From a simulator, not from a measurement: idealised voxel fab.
process module | voxel ribs on slabs
Section shown: cut. Width: 150 nm. Cell size: 5 nm, square.
In this document a cross-section is written as a grid of square cells. It is given as a series of bands, listed from the top down, and a band is one or more rows of cells.
Read a band's entry like this: the first values are the height of its top and the height of its bottom in nm, and what follows is the sequence of materials from left to right, each with its width in nm. Note that "air" is empty space, and that a single material marked "edge to edge" reaches across the band from edge to edge.
Heights are measured from 0, the level below which the as-received wafer is all one material; the lowest band has no bottom and continues downward, written as in "0..down".
The two numbers in a width such as "30 to 40" mark its ends across the band: the first belongs to the top row of cells, the second to the bottom row, and from each row to the next the width moves by the same amount.
No cell of the cross-section changed in a step that is given as "all unchanged".
"Enclosed void entries" enumerates empty spaces isolated from the top, with no open way to it, that contain at least 8 cells, giving each as width x height at distance from the left edge, all three in nm.
Anything after a step's settings on that line? It's the simulator's own note about the step.
If you see "overlay nm" on a step's line and that step has a mask, it's telling you how far right of where it was planned the mask ended up; a negative number means it went left instead.
**These are the steps we planned for the process**
| 1 | RECEIVE | material Si |
| 2 | DIRECTIONAL_DEP | material SiO2 | thk nm 20 |
| 3 | DIRECTIONAL_DEP | material polySi | thk nm 25 |
| 4 | MASKED_ETCH | tone cover | mask id RIB | width nm 20 | etch materials polySi | depth nm 15 | overlay nm 0 |
| 5 | DIRECTIONAL_DEP | material aC | thk nm 15 |
| 6 | PATTERN | tone cover | mask id SLAB | material resist | width nm 50 | thk nm 30 | overlay nm 0 |
| 7 | DIRECTIONAL_ETCH | etch materials aC | depth nm 15 |
| 8 | STRIP | etch materials resist |
| 9 | DIRECTIONAL_ETCH | etch materials polySi | depth nm 10 |
| 10 | STRIP | etch materials aC |
| 11 | FILL_DEP | material SiO2 | thk nm 15 |
| 12 | CMP | height nm 55 |
| 13 | DIRECTIONAL_DEP | material W | thk nm 5 |
| 14 | DIRECTIONAL_DEP | material aC | thk nm 15 |
| 15 | PATTERN | tone cover | mask id HEATER | material resist | width nm 30 | thk nm 30 | overlay nm 0 |
| 16 | DIRECTIONAL_ETCH | etch materials aC | depth nm 15 |
| 17 | STRIP | etch materials resist |
| 18 | DIRECTIONAL_ETCH | etch materials W | depth nm 5 |
| 19 | STRIP | etch materials aC |
| 20 | CONFORMAL_DEP | material SiO2 | thk nm 10 |
**Step 1 complete: cross-section of the wafer as received**
    0..down: Si edge to edge
    Enclosed void entries: none
**First of two wafers at the end of the module, shown in cross-section; run carried out as planned**
    70..65: air 50 | SiO2 50 | air 50
    65..60: SiO2 edge to edge
    60..55: SiO2 60 | W 30 | SiO2 60
    55..45: SiO2 edge to edge
    45..30: SiO2 65 | polySi 20 | SiO2 65
    30..20: SiO2 50 | polySi 50 | SiO2 50
    20..0: SiO2 edge to edge
    0..down: Si edge to edge
    Enclosed void entries: none
**So this is wafer number two of the two, cut at the end of the module - it started where the first did and had the same plan, we just got one thing wrong running it**
    70..65: SiO2 70 | air 10 | SiO2 70
    65..60: SiO2 edge to edge
    60..55: W 60 | SiO2 30 | W 60
    55..45: SiO2 edge to edge
    45..30: SiO2 65 | polySi 20 | SiO2 65
    30..20: SiO2 50 | polySi 50 | SiO2 50
    20..0: SiO2 edge to edge
    0..down: Si edge to edge
    Enclosed void entries: none
Error vs. plan: the process deviated at step 15: the operation and settings actually run there were PATTERN | tone open | mask id HEATER | material resist | width nm 30 | thk nm 30 | overlay nm 0
Count the cells at the end and the second wafer has more or fewer of some materials than the first: W: 18 more
